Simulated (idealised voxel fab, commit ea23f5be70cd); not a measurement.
You're looking at the process module voxel fin reveal.
The cross-section on display is named cut; it measures 270 nm wide, and its cells are 5 nm squares.
Heads up, the way a cross-section reads in here is a grid of square cells, handed over as bands from the top down, with every band being one or more rows of cells. The entry gives the band's vertical extent as a top height and a bottom height in nm, then its horizontal make-up as materials from left to right, each with a width in nm. "blank" stands for empty space; a single material marked "full width" fills the band edge to edge. Basically, 0 is our baseline, since under it the wafer straight out of the box is all one material. The bottom band has no lower end and keeps on going down, so it looks like "0 -> down". Quick explanation for "30 to 40": the width changes in equal steps down the rows of cells, from the first number in the band's top row to the second number in its bottom row. It should be understood that the words "all unchanged", when stated for a given step, signify that the cross-section underwent no change in any of its cells during that step. "Enclosed void inventory" contains a list of empty spaces, each no smaller than 8 cells and without an open way to the top, written in the form width x height at distance with the distance from the left edge and all three in nm. That trailing text on a step's line, after the settings, is the simulator's own remark on the step. What "overlay nm" on a step's line means: if the step has a mask, that mask lay this far to the right of its planned place, or, when the value is negative, to the left.
Process steps - plan:
1 op RECEIVE | material Si
2 op CONFORMAL_DEP | material SiN | thk nm 5
3 op MASKED_ETCH | tone cover | mask id FINS | width nm 15 | pitch nm 40 | etch materials SiN | depth nm 5 | overlay nm 0
4 op MASKED_ETCH | tone cover | mask id FINS | width nm 15 | pitch nm 40 | etch materials Si | depth nm 40 | overlay nm 0
5 op OXIDIZE | depth nm 5
6 op FILL_DEP | material SiO2 | thk nm 10
7 op CMP | height nm 5
8 op SELECTIVE_ETCH | etch materials SiO2 | depth nm 20
9 op STRIP | etch materials SiN
10 op CONFORMAL_DEP | material HfO2 | thk nm 5
Cross-section, incoming material, after step 1:
- 0 -> down: Si full width
- Enclosed void inventory: none
Wafer cross-section at end of module: start and plan as shown above, one execution error:
- 5 -> 0: blank: 85 / HfO2: 15 / blank: 25 / HfO2: 15 / blank: 25 / HfO2: 15 / blank: 90
- 0 -> -30: blank: 85 / HfO2: 5 / Si: 5 / HfO2: 5 / blank: 25 / HfO2: 5 / Si: 5 / HfO2: 5 / blank: 25 / HfO2: 5 / Si: 5 / HfO2: 5 / blank: 90
- -30 -> -35: HfO2: 90 / Si: 5 / HfO2: 35 / Si: 5 / HfO2: 35 / Si: 5 / HfO2: 95
- -35 -> -45: SiO2: 90 / Si: 5 / SiO2: 35 / Si: 5 / SiO2: 35 / Si: 5 / SiO2: 95
- -45 -> down: Si full width
- Enclosed void inventory: none
Processing error: plan step 8 ran twice
